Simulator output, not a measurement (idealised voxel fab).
The name of this process module is voxel self aligned vias.
255 nm wide, 5 nm square cells: that's cross-section cut.
How to read a cross-section here: the picture is a grid of square cells, written as bands going from the top down, and any band can span one or more rows of cells.
In this notation a band is specified by the heights of its top and bottom, in that order and in nm, after which its materials appear from left to right, each paired with its width in nm. The word "full width" attached to a single material means that material fills the band from edge to edge; the word "empty" stands for empty space.
The level at which height equals 0 is the one under which the wafer, as it arrives, is entirely one material. No lower edge exists for the bottom band, which continues downward and is notated as in "0..down".
Width: "30 to 40" (first number = top row, second number = bottom row, same change from row to row of cells).
Key: "no alteration" - step with no changed cell in the cross-section.
Voids not open to the top, 8 cells minimum: see "Entrapped void list". Written width x height at distance; distance is from the left edge; nm.
Heads up: the bit after the settings on a step's line is the simulator's remark on that step.
overlay nm: mask right of planned place by this much (step with mask). Neg. = left.
Set out below are the planned steps of the process
| 1 | RECEIVE: material Si |
| 2 | CONFORMAL_DEP: material SiO2, thk nm 10 |
| 3 | CONFORMAL_DEP: material SiCN, thk nm 5 |
| 4 | DIRECTIONAL_DEP: material SiO2, thk nm 25 |
| 5 | MASKED_ETCH: tone open, mask id LINES, width nm 25, pitch nm 60, etch materials SiO2, depth nm 25, overlay nm 0 |
| 6 | CONFORMAL_DEP: material TiN, thk nm 5 |
| 7 | FILL_DEP: material W, thk nm 5 |
| 8 | CMP: height nm 40 |
| 9 | SELECTIVE_ETCH: etch materials W Ru TiN, depth nm 10 |
| 10 | FILL_DEP: material SiN, thk nm 10 |
| 11 | CMP: height nm 40 |
| 12 | DIRECTIONAL_DEP: material SiO2, thk nm 20 |
| 13 | MASKED_ETCH: tone open, mask id VIAS, width nm 45, pitch nm 120, etch materials SiO2, depth nm 20, overlay nm 0 |
| 14 | MASKED_ETCH: tone open, mask id VIAS, width nm 45, pitch nm 120, etch materials SiN, depth nm 10, overlay nm 0 |
| 15 | CONFORMAL_DEP: material TiN, thk nm 5 |
| 16 | FILL_DEP: material Cu, thk nm 5 |
| 17 | CMP: height nm 60 |
| 18 | CONFORMAL_DEP: material SiCN, thk nm 5 |
So, the first of our two wafers, run just as we planned it
Wafer cross-section on receipt, i.e. after step 1
* 0..down | Si full width
* Entrapped void list: none
Cross-sectional representation of the wafer at the conclusion of step 2
* 10..0 | SiO2 full width
* Nothing below the height 0 has changed.
Cross-sectional representation of the wafer at the conclusion of step 3
* 15..10 | SiCN full width
* Nothing below the height 10 has changed.
Cross-sectional representation of the wafer at the conclusion of step 4
* 40..15 | SiO2 full width
* Nothing below the height 15 has changed.
Cross-sectional representation of the wafer at the conclusion of step 5
* 40..15 | 55 nm SiO2 / 25 nm empty / 35 nm SiO2 / 25 nm empty / 35 nm SiO2 / 25 nm empty / 55 nm SiO2
* Nothing below the height 15 has changed.
Cross-sectional representation of the wafer at the conclusion of step 6
* 45..40 | 60 nm TiN / 15 nm empty / 45 nm TiN / 15 nm empty / 45 nm TiN / 15 nm empty / 60 nm TiN
* 40..20 | 55 nm SiO2 / 5 nm TiN / 15 nm empty / 5 nm TiN / 35 nm SiO2 / 5 nm TiN / 15 nm empty / 5 nm TiN / 35 nm SiO2 / 5 nm TiN / 15 nm empty / 5 nm TiN / 55 nm SiO2
* 20..15 | 55 nm SiO2 / 25 nm TiN / 35 nm SiO2 / 25 nm TiN / 35 nm SiO2 / 25 nm TiN / 55 nm SiO2
* Nothing below the height 15 has changed.
Cross-sectional representation of the wafer at the conclusion of step 7
* 50..45 | W full width
* 45..40 | 60 nm TiN / 15 nm W / 45 nm TiN / 15 nm W / 45 nm TiN / 15 nm W / 60 nm TiN
* 40..20 | 55 nm SiO2 / 5 nm TiN / 15 nm W / 5 nm TiN / 35 nm SiO2 / 5 nm TiN / 15 nm W / 5 nm TiN / 35 nm SiO2 / 5 nm TiN / 15 nm W / 5 nm TiN / 55 nm SiO2
* Nothing below the height 20 has changed.
Cross-sectional representation of the wafer at the conclusion of step 8
* 40..20 | 55 nm SiO2 / 5 nm TiN / 15 nm W / 5 nm TiN / 35 nm SiO2 / 5 nm TiN / 15 nm W / 5 nm TiN / 35 nm SiO2 / 5 nm TiN / 15 nm W / 5 nm TiN / 55 nm SiO2
* Nothing below the height 20 has changed.
Cross-sectional representation of the wafer at the conclusion of step 9
* 40..30 | 55 nm SiO2 / 25 nm empty / 35 nm SiO2 / 25 nm empty / 35 nm SiO2 / 25 nm empty / 55 nm SiO2
* Nothing below the height 30 has changed.
Cross-sectional representation of the wafer at the conclusion of step 10
* 50..40 | SiN full width
* 40..30 | 55 nm SiO2 / 25 nm SiN / 35 nm SiO2 / 25 nm SiN / 35 nm SiO2 / 25 nm SiN / 55 nm SiO2
* Nothing below the height 30 has changed.
Cross-sectional representation of the wafer at the conclusion of step 11
* 40..30 | 55 nm SiO2 / 25 nm SiN / 35 nm SiO2 / 25 nm SiN / 35 nm SiO2 / 25 nm SiN / 55 nm SiO2
* Nothing below the height 30 has changed.
Cross-sectional representation of the wafer at the conclusion of step 12
* 60..40 | SiO2 full width
* Nothing below the height 40 has changed.
Cross-sectional representation of the wafer at the conclusion of step 13
* 60..40 | 45 nm SiO2 / 45 nm empty / 75 nm SiO2 / 45 nm empty / 45 nm SiO2
* Nothing below the height 40 has changed.
Cross-sectional representation of the wafer at the conclusion of step 14
* 60..40 | 45 nm SiO2 / 45 nm empty / 75 nm SiO2 / 45 nm empty / 45 nm SiO2
* 40..30 | 55 nm SiO2 / 25 nm empty / 35 nm SiO2 / 25 nm SiN / 35 nm SiO2 / 25 nm empty / 55 nm SiO2
* Nothing below the height 30 has changed.
Cross-sectional representation of the wafer at the conclusion of step 15
* 65..60 | 50 nm TiN / 35 nm empty / 85 nm TiN / 35 nm empty / 50 nm TiN
* 60..45 | 45 nm SiO2 / 5 nm TiN / 35 nm empty / 5 nm TiN / 75 nm SiO2 / 5 nm TiN / 35 nm empty / 5 nm TiN / 45 nm SiO2
* 45..40 | 45 nm SiO2 / 15 nm TiN / 15 nm empty / 15 nm TiN / 75 nm SiO2 / 15 nm TiN / 15 nm empty / 15 nm TiN / 45 nm SiO2
* 40..35 | 55 nm SiO2 / 5 nm TiN / 15 nm empty / 5 nm TiN / 35 nm SiO2 / 25 nm SiN / 35 nm SiO2 / 5 nm TiN / 15 nm empty / 5 nm TiN / 55 nm SiO2
* 35..30 | 55 nm SiO2 / 25 nm TiN / 35 nm SiO2 / 25 nm SiN / 35 nm SiO2 / 25 nm TiN / 55 nm SiO2
* Nothing below the height 30 has changed.
Cross-sectional representation of the wafer at the conclusion of step 16
* 70..65 | Cu full width
* 65..60 | 50 nm TiN / 35 nm Cu / 85 nm TiN / 35 nm Cu / 50 nm TiN
* 60..45 | 45 nm SiO2 / 5 nm TiN / 35 nm Cu / 5 nm TiN / 75 nm SiO2 / 5 nm TiN / 35 nm Cu / 5 nm TiN / 45 nm SiO2
* 45..40 | 45 nm SiO2 / 15 nm TiN / 15 nm Cu / 15 nm TiN / 75 nm SiO2 / 15 nm TiN / 15 nm Cu / 15 nm TiN / 45 nm SiO2
* 40..35 | 55 nm SiO2 / 5 nm TiN / 15 nm Cu / 5 nm TiN / 35 nm SiO2 / 25 nm SiN / 35 nm SiO2 / 5 nm TiN / 15 nm Cu / 5 nm TiN / 55 nm SiO2
* Nothing below the height 35 has changed.
Cross-sectional representation of the wafer at the conclusion of step 17
* 60..45 | 45 nm SiO2 / 5 nm TiN / 35 nm Cu / 5 nm TiN / 75 nm SiO2 / 5 nm TiN / 35 nm Cu / 5 nm TiN / 45 nm SiO2
* Nothing below the height 45 has changed.
Cross-sectional representation of the wafer at the conclusion of step 18
* 65..60 | SiCN full width
* Nothing below the height 60 has changed.
It is to be noted that the second wafer proceeded from the same initial state and according to the same plan as the first, although one mistake was committed in its execution; through step 12, inclusive, the two wafers share an identical history
Second wafer shown in cross-section at the time step 13 was slated to end
* 60..40 | 45 nm SiO2 / 45 nm empty / 75 nm SiO2 / 45 nm empty / 45 nm SiO2
* 40..30 | 45 nm SiO2 / 10 nm empty / 25 nm SiN / 10 nm empty / 25 nm SiO2 / 25 nm SiN / 25 nm SiO2 / 10 nm empty / 25 nm SiN / 10 nm empty / 45 nm SiO2
* 30..20 | 45 nm SiO2 / 10 nm empty / 5 nm TiN / 15 nm W / 5 nm TiN / 10 nm empty / 25 nm SiO2 / 5 nm TiN / 15 nm W / 5 nm TiN / 25 nm SiO2 / 10 nm empty / 5 nm TiN / 15 nm W / 5 nm TiN / 10 nm empty / 45 nm SiO2
* Nothing below the height 20 has changed.
Second wafer shown in cross-section at the time step 14 was slated to end
* 60..40 | 45 nm SiO2 / 45 nm empty / 75 nm SiO2 / 45 nm empty / 45 nm SiO2
* 40..30 | 45 nm SiO2 / 45 nm empty / 25 nm SiO2 / 25 nm SiN / 25 nm SiO2 / 45 nm empty / 45 nm SiO2
* Nothing below the height 30 has changed.
Second wafer shown in cross-section at the time step 15 was slated to end
* 65..60 | 50 nm TiN / 35 nm empty / 85 nm TiN / 35 nm empty / 50 nm TiN
* 60..40 | 45 nm SiO2 / 5 nm TiN / 35 nm empty / 5 nm TiN / 75 nm SiO2 / 5 nm TiN / 35 nm empty / 5 nm TiN / 45 nm SiO2
* 40..35 | 45 nm SiO2 / 5 nm TiN / 35 nm empty / 5 nm TiN / 25 nm SiO2 / 25 nm SiN / 25 nm SiO2 / 5 nm TiN / 35 nm empty / 5 nm TiN / 45 nm SiO2
* 35..30 | 45 nm SiO2 / 45 nm TiN / 25 nm SiO2 / 25 nm SiN / 25 nm SiO2 / 45 nm TiN / 45 nm SiO2
* 30..20 | 45 nm SiO2 / 15 nm TiN / 15 nm W / 15 nm TiN / 25 nm SiO2 / 5 nm TiN / 15 nm W / 5 nm TiN / 25 nm SiO2 / 15 nm TiN / 15 nm W / 15 nm TiN / 45 nm SiO2
* Nothing below the height 20 has changed.
Second wafer shown in cross-section at the time step 16 was slated to end
* 70..65 | Cu full width
* 65..60 | 50 nm TiN / 35 nm Cu / 85 nm TiN / 35 nm Cu / 50 nm TiN
* 60..40 | 45 nm SiO2 / 5 nm TiN / 35 nm Cu / 5 nm TiN / 75 nm SiO2 / 5 nm TiN / 35 nm Cu / 5 nm TiN / 45 nm SiO2
* 40..35 | 45 nm SiO2 / 5 nm TiN / 35 nm Cu / 5 nm TiN / 25 nm SiO2 / 25 nm SiN / 25 nm SiO2 / 5 nm TiN / 35 nm Cu / 5 nm TiN / 45 nm SiO2
* Nothing below the height 35 has changed.
Second wafer shown in cross-section at the time step 17 was slated to end
* 60..40 | 45 nm SiO2 / 5 nm TiN / 35 nm Cu / 5 nm TiN / 75 nm SiO2 / 5 nm TiN / 35 nm Cu / 5 nm TiN / 45 nm SiO2
* Nothing below the height 40 has changed.
Second wafer shown in cross-section at the time step 18 was slated to end
* 65..60 | SiCN full width
* Nothing below the height 60 has changed.
Which mistake was made when the wafer was run? step 13 was run twice
At the finish, the second wafer shows more or fewer cells for some materials than the first does: Cu +16; SiO2 -32; TiN +16
